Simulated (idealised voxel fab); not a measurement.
process module | voxel quadruple lines
cross-section cut | 285 nm wide | cells 5 nm
A cross-section is a grid of square cells, given in bands from the top down. A band is one or more rows of cells.
Each band's line starts with the height of the band's top and of its bottom, in nm. Then come its materials from left to right, each with its width in nm. One material with "throughout" fills the band from edge to edge. "air" is empty space.
Height 0 is the level under which the wafer as received is all one material. The lowest band goes on downwards, as in "0 down".
A width such as "30 to 40" changes by the same amount from each row of cells to the next, from the band's top row to its bottom row.
"no change" after a step means that no cell of the cross-section changed.
closed voids: empty space of 8 cells or more with no open way to the top, each as width x height at its distance from the left edge, in nm
after a step's settings: what the simulator itself notes on the step
overlay nm, on a step with a mask: how far to the right of its planned place the mask lay; to the left if negative
plan
1 op RECEIVE | material Si
2 op CONFORMAL_DEP | material Al2O3 | thk nm 5
3 op DIRECTIONAL_DEP | material W | thk nm 15
4 op DIRECTIONAL_DEP | material polySi | thk nm 20
5 op DIRECTIONAL_DEP | material aC | thk nm 25
6 op PATTERN | tone cover | mask id MANDREL | material resist | width nm 30 | thk nm 30 | overlay nm 0
7 op DIRECTIONAL_ETCH | etch materials aC | depth nm 25
8 op STRIP | etch materials resist
9 op CONFORMAL_DEP | material SiO2 | thk nm 10
10 op DIRECTIONAL_ETCH | etch materials SiO2 | depth nm 10
11 op STRIP | etch materials aC
12 op DIRECTIONAL_ETCH | etch materials polySi | depth nm 20
13 op STRIP | etch materials SiO2
14 op CONFORMAL_DEP | material SiN | thk nm 10
15 op DIRECTIONAL_ETCH | etch materials SiN | depth nm 10
16 op STRIP | etch materials polySi
17 op DIRECTIONAL_ETCH | etch materials W | depth nm 15
18 op STRIP | etch materials SiN
19 op FILL_DEP | material lowk | thk nm 5
20 op CMP | height nm 20
as received, after step 1
  0 down: Si throughout
  closed voids: none
a wafer at the end: this start, this plan, one mistake
  10 to 5: lowk 105 | W 10 | lowk 10 | W 10 | lowk 10 | W 10 | lowk 10 | W 10 | lowk 110
  5 to 0: Al2O3 throughout
  0 down: Si throughout
  closed voids: none
what went wrong: step 20 ran as: op CMP | height nm 10
